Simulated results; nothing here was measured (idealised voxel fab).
voxel spacer lines: a process module
The figure presents cross-section cut, which has a width of 200 nm and is divided into square cells with an edge length of 5 nm.
Reading order for cross-sections: top band down to bottom band. Underlying form: a grid of square cells. Band size: one or more rows of cells.
Top height, bottom height, nm. Materials left to right, width each, nm. Single material + "all across" = fills band edge to edge. "air" = empty.
Heights from 0 (as-received wafer is one material below). Bottom band endless downward, as "from 0 down".
Quick explanation for "30 to 40": the width changes in equal steps down the rows of cells, from the first number in the band's top row to the second number in its bottom row.
"no alteration" for a step: no cell of the cross-section changed in that step.
This entry, "Enclosed cavity list", enumerates those empty regions of no fewer than 8 cells that possess no open connection to the top. Each region is reported in the form width x height at distance, the distance being taken from the left edge, with all three quantities expressed in nm.
Where a step's line continues beyond its settings, the continuation is a remark by the simulator itself on that step.
The line of a step may include "overlay nm". On a step with a mask, this value is how far to the right of its planned place the mask lay. A negative value means the mask lay to the left.

-- Process steps foreseen in the plan
1 RECEIVE | material Si
2 CONFORMAL_DEP | material Al2O3 | thk nm 5
3 DIRECTIONAL_DEP | material TiN | thk nm 15
4 DIRECTIONAL_DEP | material aC | thk nm 25
5 PATTERN | tone cover | mask id MANDREL | material resist | width nm 20 | pitch nm 60 | thk nm 35 | overlay nm 0
6 DIRECTIONAL_ETCH | etch materials aC | depth nm 25
7 STRIP | etch materials resist
8 CONFORMAL_DEP | material SiO2 | thk nm 10
9 DIRECTIONAL_ETCH | etch materials SiO2 | depth nm 10
10 STRIP | etch materials aC
11 DIRECTIONAL_ETCH | etch materials TiN | depth nm 15
12 STRIP | etch materials SiO2
13 FILL_DEP | material lowk | thk nm 5
14 CMP | height nm 20

-- Cross-section of the wafer upon arrival, representing the state reached after step 1
* from 0 down  Si all across
* Enclosed cavity list: none

-- Cross-section taken at module completion on the first of two wafers; processed per the plan
* from 20 to 5  lowk (50)  TiN (10)  lowk (20)  TiN (10)  lowk (20)  TiN (10)  lowk (20)  TiN (10)  lowk (50)
* from 5 to 0  Al2O3 all across
* from 0 down  Si all across
* Enclosed cavity list: none

-- second wafer at the end: like start, like plan, one mistake
* from 20 to 15  lowk (50)  TiN (40)  lowk (20)  TiN (40)  lowk (50)
* from 15 to 5  TiN all across
* from 5 to 0  Al2O3 all across
* from 0 down  Si all across
* Enclosed cavity list: none
Processing error: step 8 was processed under conditions differing from the plan, specifically as CONFORMAL_DEP | material TiN | thk nm 10
Final wafer comparison in cells, second versus first, more or fewer per material: TiN +72, lowk -72
